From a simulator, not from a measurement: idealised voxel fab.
voxel gate over fins: a process module
The figure presents cross-section cut, which has a width of 255 nm and is divided into square cells with an edge length of 5 nm.
For the purposes of this document, a cross-section shall be understood as a grid of square cells, specified as bands listed in top-to-bottom order, each band consisting of one or more rows of cells. Quick guide to a band line: top height, bottom height (nm) up front; then every material left to right with its width in nm. Only one material and it's marked "throughout"? Then it fills the band edge to edge. And "air" just means empty space. The reference from which all heights are counted is 0, the level beneath which the as-received wafer is entirely one material; the lowest band, having no lower bound, proceeds downward and is written after the example "top 0, no bottom". Top row gets the first number, bottom row gets the second, and each row in between changes by the same step: that is how a band width like "30->40" works. The designation "no modifications", where it is given for a processing step, indicates that no cell of the cross-section was altered in the course of that step. If an empty space has no open way to the top and is at least 8 cells in size, "Unvented internal voids" lists it, written width x height at distance, where distance is measured from the left edge and every value is in nm. What comes after the settings on a step's line is commentary from the simulator itself on that step. "overlay nm", when on a step's line for a step with a mask, measures how far to the right of its planned place the mask lay; a negative measure means to the left.
THE STEPS PLANNED FOR THE PROCESS ARE AS FOLLOWS
1: RECEIVE, material Si
2: CONFORMAL_DEP, material SiN, thk nm 10
3: DIRECTIONAL_DEP, material aC, thk nm 10
4: PATTERN, tone cover, mask id FINS, material resist, width nm 15, pitch nm 50, thk nm 30, overlay nm 0
5: DIRECTIONAL_ETCH, etch materials aC, depth nm 10
6: STRIP, etch materials resist
7: DIRECTIONAL_ETCH, etch materials SiN, depth nm 10
8: DIRECTIONAL_ETCH, etch materials Si, depth nm 35
9: STRIP, etch materials aC
10: OXIDIZE, depth nm 5
11: FILL_DEP, material SiO2, thk nm 5
12: CMP, height nm 10
13: DIRECTIONAL_DEP, material aC, thk nm 15
14: PATTERN, tone open, mask id RAIL, material resist, width nm 15, thk nm 35, overlay nm 0
15: DIRECTIONAL_ETCH, etch materials aC, depth nm 15
16: STRIP, etch materials resist
17: DIRECTIONAL_ETCH, etch materials SiO2, depth nm 40
18: STRIP, etch materials aC
19: CONFORMAL_DEP, material TiN, thk nm 5
20: FILL_DEP, material Ru, thk nm 10
21: CMP, height nm 10
22: SELECTIVE_ETCH, etch materials W Ru TiN, depth nm 35
23: FILL_DEP, material SiO2, thk nm 5
24: CMP, height nm 10
25: SELECTIVE_ETCH, etch materials SiO2, depth nm 25
26: STRIP, etch materials SiN
27: CONFORMAL_DEP, material HfO2, thk nm 5
28: CONFORMAL_DEP, material TiN, thk nm 5
29: CONFORMAL_DEP, material TiAl, thk nm 5
30: CONFORMAL_DEP, material TiN, thk nm 5
31: FILL_DEP, material W, thk nm 10
32: CMP, height nm 25
33: CONFORMAL_DEP, material SiCN, thk nm 10
ACCOUNT OF THE FIRST OF TWO WAFERS, WHICH WAS PROCESSED AS INTENDED
DELIVERED WAFER IN CROSS-SECTION: STATE AFTER STEP 1
* top 0, no bottom | Si throughout
* Unvented internal voids: none
THE FOLLOWING CROSS-SECTION DEPICTS THE WAFER UPON COMPLETION OF STEP 2
* top 10, bottom 0 | SiN throughout
* Heights below 0 show no change.
THE FOLLOWING CROSS-SECTION DEPICTS THE WAFER UPON COMPLETION OF STEP 3
* top 20, bottom 10 | aC throughout
* Heights below 10 show no change.
THE FOLLOWING CROSS-SECTION DEPICTS THE WAFER UPON COMPLETION OF STEP 4
* top 50, bottom 20 | air (70); resist (15); air (35); resist (15); air (35); resist (15); air (70)
* Heights below 20 show no change.
THE FOLLOWING CROSS-SECTION DEPICTS THE WAFER UPON COMPLETION OF STEP 5
* top 40, bottom 20 | air (70); resist (15); air (35); resist (15); air (35); resist (15); air (70)
* top 20, bottom 10 | air (70); aC (15); air (35); aC (15); air (35); aC (15); air (70)
* Heights below 10 show no change.
THE FOLLOWING CROSS-SECTION DEPICTS THE WAFER UPON COMPLETION OF STEP 6
* top 20, bottom 10 | air (70); aC (15); air (35); aC (15); air (35); aC (15); air (70)
* Heights below 10 show no change.
THE FOLLOWING CROSS-SECTION DEPICTS THE WAFER UPON COMPLETION OF STEP 7
* top 20, bottom 10 | air (70); aC (15); air (35); aC (15); air (35); aC (15); air (70)
* top 10, bottom 0 | air (70); SiN (15); air (35); SiN (15); air (35); SiN (15); air (70)
* Heights below 0 show no change.
THE FOLLOWING CROSS-SECTION DEPICTS THE WAFER UPON COMPLETION OF STEP 8
* top 20, bottom 10 | air (70); aC (15); air (35); aC (15); air (35); aC (15); air (70)
* top 10, bottom 0 | air (70); SiN (15); air (35); SiN (15); air (35); SiN (15); air (70)
* top 0, bottom -35 | air (70); Si (15); air (35); Si (15); air (35); Si (15); air (70)
* Heights below -35 show no change.
THE FOLLOWING CROSS-SECTION DEPICTS THE WAFER UPON COMPLETION OF STEP 9
* top 10, bottom 0 | air (70); SiN (15); air (35); SiN (15); air (35); SiN (15); air (70)
* Heights below 0 show no change.
THE FOLLOWING CROSS-SECTION DEPICTS THE WAFER UPON COMPLETION OF STEP 10
* top 10, bottom 0 | air (70); SiN (15); air (35); SiN (15); air (35); SiN (15); air (70)
* top 0, bottom -35 | air (70); SiO2 (5); Si (5); SiO2 (5); air (35); SiO2 (5); Si (5); SiO2 (5); air (35); SiO2 (5); Si (5); SiO2 (5); air (70)
* top -35, bottom -40 | SiO2 (75); Si (5); SiO2 (45); Si (5); SiO2 (45); Si (5); SiO2 (75)
* Heights below -40 show no change.
THE FOLLOWING CROSS-SECTION DEPICTS THE WAFER UPON COMPLETION OF STEP 11
* top 15, bottom 10 | SiO2 throughout
* top 10, bottom 0 | SiO2 (70); SiN (15); SiO2 (35); SiN (15); SiO2 (35); SiN (15); SiO2 (70)
* top 0, bottom -40 | SiO2 (75); Si (5); SiO2 (45); Si (5); SiO2 (45); Si (5); SiO2 (75)
* Heights below -40 show no change.
THE FOLLOWING CROSS-SECTION DEPICTS THE WAFER UPON COMPLETION OF STEP 12
* top 10, bottom 0 | SiO2 (70); SiN (15); SiO2 (35); SiN (15); SiO2 (35); SiN (15); SiO2 (70)
* Heights below 0 show no change.
THE FOLLOWING CROSS-SECTION DEPICTS THE WAFER UPON COMPLETION OF STEP 13
* top 25, bottom 10 | aC throughout
* Heights below 10 show no change.
THE FOLLOWING CROSS-SECTION DEPICTS THE WAFER UPON COMPLETION OF STEP 14
* top 60, bottom 25 | resist (95); air (15); resist (145)
* Heights below 25 show no change.
THE FOLLOWING CROSS-SECTION DEPICTS THE WAFER UPON COMPLETION OF STEP 15
* top 45, bottom 25 | resist (95); air (15); resist (145)
* top 25, bottom 10 | aC (95); air (15); aC (145)
* Heights below 10 show no change.
THE FOLLOWING CROSS-SECTION DEPICTS THE WAFER UPON COMPLETION OF STEP 16
* top 25, bottom 10 | aC (95); air (15); aC (145)
* Heights below 10 show no change.
THE FOLLOWING CROSS-SECTION DEPICTS THE WAFER UPON COMPLETION OF STEP 17
* top 25, bottom 10 | aC (95); air (15); aC (145)
* top 10, bottom 0 | SiO2 (70); SiN (15); SiO2 (10); air (15); SiO2 (10); SiN (15); SiO2 (35); SiN (15); SiO2 (70)
* top 0, bottom -30 | SiO2 (75); Si (5); SiO2 (15); air (15); SiO2 (15); Si (5); SiO2 (45); Si (5); SiO2 (75)
* Heights below -30 show no change.
THE FOLLOWING CROSS-SECTION DEPICTS THE WAFER UPON COMPLETION OF STEP 18
* top 10, bottom 0 | SiO2 (70); SiN (15); SiO2 (10); air (15); SiO2 (10); SiN (15); SiO2 (35); SiN (15); SiO2 (70)
* Heights below 0 show no change.
THE FOLLOWING CROSS-SECTION DEPICTS THE WAFER UPON COMPLETION OF STEP 19
* top 15, bottom 10 | TiN (100); air (5); TiN (150)
* top 10, bottom 0 | SiO2 (70); SiN (15); SiO2 (10); TiN (5); air (5); TiN (5); SiO2 (10); SiN (15); SiO2 (35); SiN (15); SiO2 (70)
* top 0, bottom -25 | SiO2 (75); Si (5); SiO2 (15); TiN (5); air (5); TiN (5); SiO2 (15); Si (5); SiO2 (45); Si (5); SiO2 (75)
* top -25, bottom -30 | SiO2 (75); Si (5); SiO2 (15); TiN (15); SiO2 (15); Si (5); SiO2 (45); Si (5); SiO2 (75)
* Heights below -30 show no change.
THE FOLLOWING CROSS-SECTION DEPICTS THE WAFER UPON COMPLETION OF STEP 20
* top 25, bottom 15 | Ru throughout
* top 15, bottom 10 | TiN (100); Ru (5); TiN (150)
* top 10, bottom 0 | SiO2 (70); SiN (15); SiO2 (10); TiN (5); Ru (5); TiN (5); SiO2 (10); SiN (15); SiO2 (35); SiN (15); SiO2 (70)
* top 0, bottom -25 | SiO2 (75); Si (5); SiO2 (15); TiN (5); Ru (5); TiN (5); SiO2 (15); Si (5); SiO2 (45); Si (5); SiO2 (75)
* Heights below -25 show no change.
THE FOLLOWING CROSS-SECTION DEPICTS THE WAFER UPON COMPLETION OF STEP 21
* top 10, bottom 0 | SiO2 (70); SiN (15); SiO2 (10); TiN (5); Ru (5); TiN (5); SiO2 (10); SiN (15); SiO2 (35); SiN (15); SiO2 (70)
* Heights below 0 show no change.
THE FOLLOWING CROSS-SECTION DEPICTS THE WAFER UPON COMPLETION OF STEP 22
* top 10, bottom 0 | SiO2 (70); SiN (15); SiO2 (10); air (15); SiO2 (10); SiN (15); SiO2 (35); SiN (15); SiO2 (70)
* top 0, bottom -25 | SiO2 (75); Si (5); SiO2 (15); air (15); SiO2 (15); Si (5); SiO2 (45); Si (5); SiO2 (75)
* Heights below -25 show no change.
THE FOLLOWING CROSS-SECTION DEPICTS THE WAFER UPON COMPLETION OF STEP 23
* top 15, bottom 10 | SiO2 throughout
* top 10, bottom 0 | SiO2 (70); SiN (15); SiO2 (35); SiN (15); SiO2 (35); SiN (15); SiO2 (70)
* top 0, bottom -25 | SiO2 (75); Si (5); SiO2 (45); Si (5); SiO2 (45); Si (5); SiO2 (75)
* Heights below -25 show no change.
THE FOLLOWING CROSS-SECTION DEPICTS THE WAFER UPON COMPLETION OF STEP 24
* top 10, bottom 0 | SiO2 (70); SiN (15); SiO2 (35); SiN (15); SiO2 (35); SiN (15); SiO2 (70)
* Heights below 0 show no change.
THE FOLLOWING CROSS-SECTION DEPICTS THE WAFER UPON COMPLETION OF STEP 25
* top 10, bottom 0 | air (70); SiN (15); air (35); SiN (15); air (35); SiN (15); air (70)
* top 0, bottom -15 | air (75); Si (5); air (45); Si (5); air (45); Si (5); air (75)
* Heights below -15 show no change.
THE FOLLOWING CROSS-SECTION DEPICTS THE WAFER UPON COMPLETION OF STEP 26
* top 0, bottom -15 | air (75); Si (5); air (45); Si (5); air (45); Si (5); air (75)
* Heights below -15 show no change.
THE FOLLOWING CROSS-SECTION DEPICTS THE WAFER UPON COMPLETION OF STEP 27
* top 5, bottom 0 | air (70); HfO2 (15); air (35); HfO2 (15); air (35); HfO2 (15); air (70)
* top 0, bottom -10 | air (70); HfO2 (5); Si (5); HfO2 (5); air (35); HfO2 (5); Si (5); HfO2 (5); air (35); HfO2 (5); Si (5); HfO2 (5); air (70)
* top -10, bottom -15 | HfO2 (75); Si (5); HfO2 (45); Si (5); HfO2 (45); Si (5); HfO2 (75)
* Heights below -15 show no change.
THE FOLLOWING CROSS-SECTION DEPICTS THE WAFER UPON COMPLETION OF STEP 28
* top 10, bottom 5 | air (65); TiN (25); air (25); TiN (25); air (25); TiN (25); air (65)
* top 5, bottom 0 | air (65); TiN (5); HfO2 (15); TiN (5); air (25); TiN (5); HfO2 (15); TiN (5); air (25); TiN (5); HfO2 (15); TiN (5); air (65)
* top 0, bottom -5 | air (65); TiN (5); HfO2 (5); Si (5); HfO2 (5); TiN (5); air (25); TiN (5); HfO2 (5); Si (5); HfO2 (5); TiN (5); air (25); TiN (5); HfO2 (5); Si (5); HfO2 (5); TiN (5); air (65)
* top -5, bottom -10 | TiN (70); HfO2 (5); Si (5); HfO2 (5); TiN (35); HfO2 (5); Si (5); HfO2 (5); TiN (35); HfO2 (5); Si (5); HfO2 (5); TiN (70)
* Heights below -10 show no change.
THE FOLLOWING CROSS-SECTION DEPICTS THE WAFER UPON COMPLETION OF STEP 29
* top 15, bottom 10 | air (60); TiAl (35); air (15); TiAl (35); air (15); TiAl (35); air (60)
* top 10, bottom 5 | air (60); TiAl (5); TiN (25); TiAl (5); air (15); TiAl (5); TiN (25); TiAl (5); air (15); TiAl (5); TiN (25); TiAl (5); air (60)
* top 5, bottom 0 | air (60); TiAl (5); TiN (5); HfO2 (15); TiN (5); TiAl (5); air (15); TiAl (5); TiN (5); HfO2 (15); TiN (5); TiAl (5); air (15); TiAl (5); TiN (5); HfO2 (15); TiN (5); TiAl (5); air (60)
* top 0, bottom -5 | TiAl (65); TiN (5); HfO2 (5); Si (5); HfO2 (5); TiN (5); TiAl (25); TiN (5); HfO2 (5); Si (5); HfO2 (5); TiN (5); TiAl (25); TiN (5); HfO2 (5); Si (5); HfO2 (5); TiN (5); TiAl (65)
* Heights below -5 show no change.
THE FOLLOWING CROSS-SECTION DEPICTS THE WAFER UPON COMPLETION OF STEP 30
* top 20, bottom 15 | air (55); TiN (45); air (5); TiN (45); air (5); TiN (45); air (55)
* top 15, bottom 10 | air (55); TiN (5); TiAl (35); TiN (5); air (5); TiN (5); TiAl (35); TiN (5); air (5); TiN (5); TiAl (35); TiN (5); air (55)
* top 10, bottom 5 | air (55); TiN (5); TiAl (5); TiN (25); TiAl (5); TiN (5); air (5); TiN (5); TiAl (5); TiN (25); TiAl (5); TiN (5); air (5); TiN (5); TiAl (5); TiN (25); TiAl (5); TiN (5); air (55)
* top 5, bottom 0 | TiN (60); TiAl (5); TiN (5); HfO2 (15); TiN (5); TiAl (5); TiN (15); TiAl (5); TiN (5); HfO2 (15); TiN (5); TiAl (5); TiN (15); TiAl (5); TiN (5); HfO2 (15); TiN (5); TiAl (5); TiN (60)
* Heights below 0 show no change.
THE FOLLOWING CROSS-SECTION DEPICTS THE WAFER UPON COMPLETION OF STEP 31
* top 30, bottom 20 | W throughout
* top 20, bottom 15 | W (55); TiN (45); W (5); TiN (45); W (5); TiN (45); W (55)
* top 15, bottom 10 | W (55); TiN (5); TiAl (35); TiN (5); W (5); TiN (5); TiAl (35); TiN (5); W (5); TiN (5); TiAl (35); TiN (5); W (55)
* top 10, bottom 5 | W (55); TiN (5); TiAl (5); TiN (25); TiAl (5); TiN (5); W (5); TiN (5); TiAl (5); TiN (25); TiAl (5); TiN (5); W (5); TiN (5); TiAl (5); TiN (25); TiAl (5); TiN (5); W (55)
* Heights below 5 show no change.
THE FOLLOWING CROSS-SECTION DEPICTS THE WAFER UPON COMPLETION OF STEP 32
* top 25, bottom 20 | W throughout
* Heights below 20 show no change.
THE FOLLOWING CROSS-SECTION DEPICTS THE WAFER UPON COMPLETION OF STEP 33
* top 35, bottom 25 | SiCN throughout
* Heights below 25 show no change.
WAFER TWO. SAME START, SAME PLAN, ONE SLIP IN EXECUTION. SAME AS WAFER ONE THROUGH STEP 24, INCLUSIVE
CROSS-SECTION: SECOND WAFER, TIME AT WHICH STEP 25 WAS SCHEDULED TO END
* top 10, bottom 0 | SiO2 (70); air (15); SiO2 (35); air (15); SiO2 (35); air (15); SiO2 (70)
* Heights below 0 show no change.
CROSS-SECTION: SECOND WAFER, TIME AT WHICH STEP 26 WAS SCHEDULED TO END
* top 0, bottom -15 | air (75); Si (5); air (45); Si (5); air (45); Si (5); air (75)
* top -15, bottom -25 | SiO2 (45); air (30); Si (5); air (45); Si (5); air (45); Si (5); air (30); SiO2 (45)
* Heights below -25 show no change.
CROSS-SECTION: SECOND WAFER, TIME AT WHICH STEP 27 WAS SCHEDULED TO END
* top 5, bottom 0 | air (70); HfO2 (15); air (35); HfO2 (15); air (35); HfO2 (15); air (70)
* top 0, bottom -10 | air (70); HfO2 (5); Si (5); HfO2 (5); air (35); HfO2 (5); Si (5); HfO2 (5); air (35); HfO2 (5); Si (5); HfO2 (5); air (70)
* top -10, bottom -15 | HfO2 (50); air (20); HfO2 (5); Si (5); HfO2 (5); air (35); HfO2 (5); Si (5); HfO2 (5); air (35); HfO2 (5); Si (5); HfO2 (5); air (20); HfO2 (50)
* top -15, bottom -20 | SiO2 (45); HfO2 (5); air (20); HfO2 (5); Si (5); HfO2 (5); air (35); HfO2 (5); Si (5); HfO2 (5); air (35); HfO2 (5); Si (5); HfO2 (5); air (20); HfO2 (5); SiO2 (45)
* top -20, bottom -25 | SiO2 (45); HfO2 (30); Si (5); HfO2 (45); Si (5); HfO2 (45); Si (5); HfO2 (30); SiO2 (45)
* Heights below -25 show no change.
CROSS-SECTION: SECOND WAFER, TIME AT WHICH STEP 28 WAS SCHEDULED TO END
* top 10, bottom 5 | air (65); TiN (25); air (25); TiN (25); air (25); TiN (25); air (65)
* top 5, bottom 0 | air (65); TiN (5); HfO2 (15); TiN (5); air (25); TiN (5); HfO2 (15); TiN (5); air (25); TiN (5); HfO2 (15); TiN (5); air (65)
* top 0, bottom -5 | air (65); TiN (5); HfO2 (5); Si (5); HfO2 (5); TiN (5); air (25); TiN (5); HfO2 (5); Si (5); HfO2 (5); TiN (5); air (25); TiN (5); HfO2 (5); Si (5); HfO2 (5); TiN (5); air (65)
* top -5, bottom -10 | TiN (55); air (10); TiN (5); HfO2 (5); Si (5); HfO2 (5); TiN (5); air (25); TiN (5); HfO2 (5); Si (5); HfO2 (5); TiN (5); air (25); TiN (5); HfO2 (5); Si (5); HfO2 (5); TiN (5); air (10); TiN (55)
* top -10, bottom -15 | HfO2 (50); TiN (5); air (10); TiN (5); HfO2 (5); Si (5); HfO2 (5); TiN (5); air (25); TiN (5); HfO2 (5); Si (5); HfO2 (5); TiN (5); air (25); TiN (5); HfO2 (5); Si (5); HfO2 (5); TiN (5); air (10); TiN (5); HfO2 (50)
* top -15, bottom -20 | SiO2 (45); HfO2 (5); TiN (20); HfO2 (5); Si (5); HfO2 (5); TiN (35); HfO2 (5); Si (5); HfO2 (5); TiN (35); HfO2 (5); Si (5); HfO2 (5); TiN (20); HfO2 (5); SiO2 (45)
* Heights below -20 show no change.
CROSS-SECTION: SECOND WAFER, TIME AT WHICH STEP 29 WAS SCHEDULED TO END
* top 15, bottom 10 | air (60); TiAl (35); air (15); TiAl (35); air (15); TiAl (35); air (60)
* top 10, bottom 5 | air (60); TiAl (5); TiN (25); TiAl (5); air (15); TiAl (5); TiN (25); TiAl (5); air (15); TiAl (5); TiN (25); TiAl (5); air (60)
* top 5, bottom 0 | air (60); TiAl (5); TiN (5); HfO2 (15); TiN (5); TiAl (5); air (15); TiAl (5); TiN (5); HfO2 (15); TiN (5); TiAl (5); air (15); TiAl (5); TiN (5); HfO2 (15); TiN (5); TiAl (5); air (60)
* top 0, bottom -5 | TiAl (65); TiN (5); HfO2 (5); Si (5); HfO2 (5); TiN (5); TiAl (5); air (15); TiAl (5); TiN (5); HfO2 (5); Si (5); HfO2 (5); TiN (5); TiAl (5); air (15); TiAl (5); TiN (5); HfO2 (5); Si (5); HfO2 (5); TiN (5); TiAl (65)
* top -5, bottom -10 | TiN (55); TiAl (10); TiN (5); HfO2 (5); Si (5); HfO2 (5); TiN (5); TiAl (5); air (15); TiAl (5); TiN (5); HfO2 (5); Si (5); HfO2 (5); TiN (5); TiAl (5); air (15); TiAl (5); TiN (5); HfO2 (5); Si (5); HfO2 (5); TiN (5); TiAl (10); TiN (55)
* top -10, bottom -15 | HfO2 (50); TiN (5); TiAl (10); TiN (5); HfO2 (5); Si (5); HfO2 (5); TiN (5); TiAl (25); TiN (5); HfO2 (5); Si (5); HfO2 (5); TiN (5); TiAl (25); TiN (5); HfO2 (5); Si (5); HfO2 (5); TiN (5); TiAl (10); TiN (5); HfO2 (50)
* Heights below -15 show no change.
CROSS-SECTION: SECOND WAFER, TIME AT WHICH STEP 30 WAS SCHEDULED TO END
* top 20, bottom 15 | air (55); TiN (45); air (5); TiN (45); air (5); TiN (45); air (55)
* top 15, bottom 10 | air (55); TiN (5); TiAl (35); TiN (5); air (5); TiN (5); TiAl (35); TiN (5); air (5); TiN (5); TiAl (35); TiN (5); air (55)
* top 10, bottom 5 | air (55); TiN (5); TiAl (5); TiN (25); TiAl (5); TiN (5); air (5); TiN (5); TiAl (5); TiN (25); TiAl (5); TiN (5); air (5); TiN (5); TiAl (5); TiN (25); TiAl (5); TiN (5); air (55)
* top 5, bottom 0 | TiN (60); TiAl (5); TiN (5); HfO2 (15); TiN (5); TiAl (5); TiN (5); air (5); TiN (5); TiAl (5); TiN (5); HfO2 (15); TiN (5); TiAl (5); TiN (5); air (5); TiN (5); TiAl (5); TiN (5); HfO2 (15); TiN (5); TiAl (5); TiN (60)
* top 0, bottom -5 | TiAl (65); TiN (5); HfO2 (5); Si (5); HfO2 (5); TiN (5); TiAl (5); TiN (5); air (5); TiN (5); TiAl (5); TiN (5); HfO2 (5); Si (5); HfO2 (5); TiN (5); TiAl (5); TiN (5); air (5); TiN (5); TiAl (5); TiN (5); HfO2 (5); Si (5); HfO2 (5); TiN (5); TiAl (65)
* top -5, bottom -10 | TiN (55); TiAl (10); TiN (5); HfO2 (5); Si (5); HfO2 (5); TiN (5); TiAl (5); TiN (15); TiAl (5); TiN (5); HfO2 (5); Si (5); HfO2 (5); TiN (5); TiAl (5); TiN (15); TiAl (5); TiN (5); HfO2 (5); Si (5); HfO2 (5); TiN (5); TiAl (10); TiN (55)
* Heights below -10 show no change.
CROSS-SECTION: SECOND WAFER, TIME AT WHICH STEP 31 WAS SCHEDULED TO END
* top 30, bottom 20 | W throughout
* top 20, bottom 15 | W (55); TiN (45); W (5); TiN (45); W (5); TiN (45); W (55)
* top 15, bottom 10 | W (55); TiN (5); TiAl (35); TiN (5); W (5); TiN (5); TiAl (35); TiN (5); W (5); TiN (5); TiAl (35); TiN (5); W (55)
* top 10, bottom 5 | W (55); TiN (5); TiAl (5); TiN (25); TiAl (5); TiN (5); W (5); TiN (5); TiAl (5); TiN (25); TiAl (5); TiN (5); W (5); TiN (5); TiAl (5); TiN (25); TiAl (5); TiN (5); W (55)
* top 5, bottom 0 | TiN (60); TiAl (5); TiN (5); HfO2 (15); TiN (5); TiAl (5); TiN (5); W (5); TiN (5); TiAl (5); TiN (5); HfO2 (15); TiN (5); TiAl (5); TiN (5); W (5); TiN (5); TiAl (5); TiN (5); HfO2 (15); TiN (5); TiAl (5); TiN (60)
* top 0, bottom -5 | TiAl (65); TiN (5); HfO2 (5); Si (5); HfO2 (5); TiN (5); TiAl (5); TiN (5); W (5); TiN (5); TiAl (5); TiN (5); HfO2 (5); Si (5); HfO2 (5); TiN (5); TiAl (5); TiN (5); W (5); TiN (5); TiAl (5); TiN (5); HfO2 (5); Si (5); HfO2 (5); TiN (5); TiAl (65)
* Heights below -5 show no change.
CROSS-SECTION: SECOND WAFER, TIME AT WHICH STEP 32 WAS SCHEDULED TO END
* top 25, bottom 20 | W throughout
* Heights below 20 show no change.
CROSS-SECTION: SECOND WAFER, TIME AT WHICH STEP 33 WAS SCHEDULED TO END
* top 35, bottom 25 | SiCN throughout
* Heights below 25 show no change.
The plan and the run diverged here: it was found that steps 25 and 26 of the process plan had been performed in exchanged positions
The second wafer ends with more or fewer cells of some materials than the first, per final count: HfO2: 16 more | SiO2: 60 fewer | TiAl: 16 more | TiN: 24 more | W: 4 more
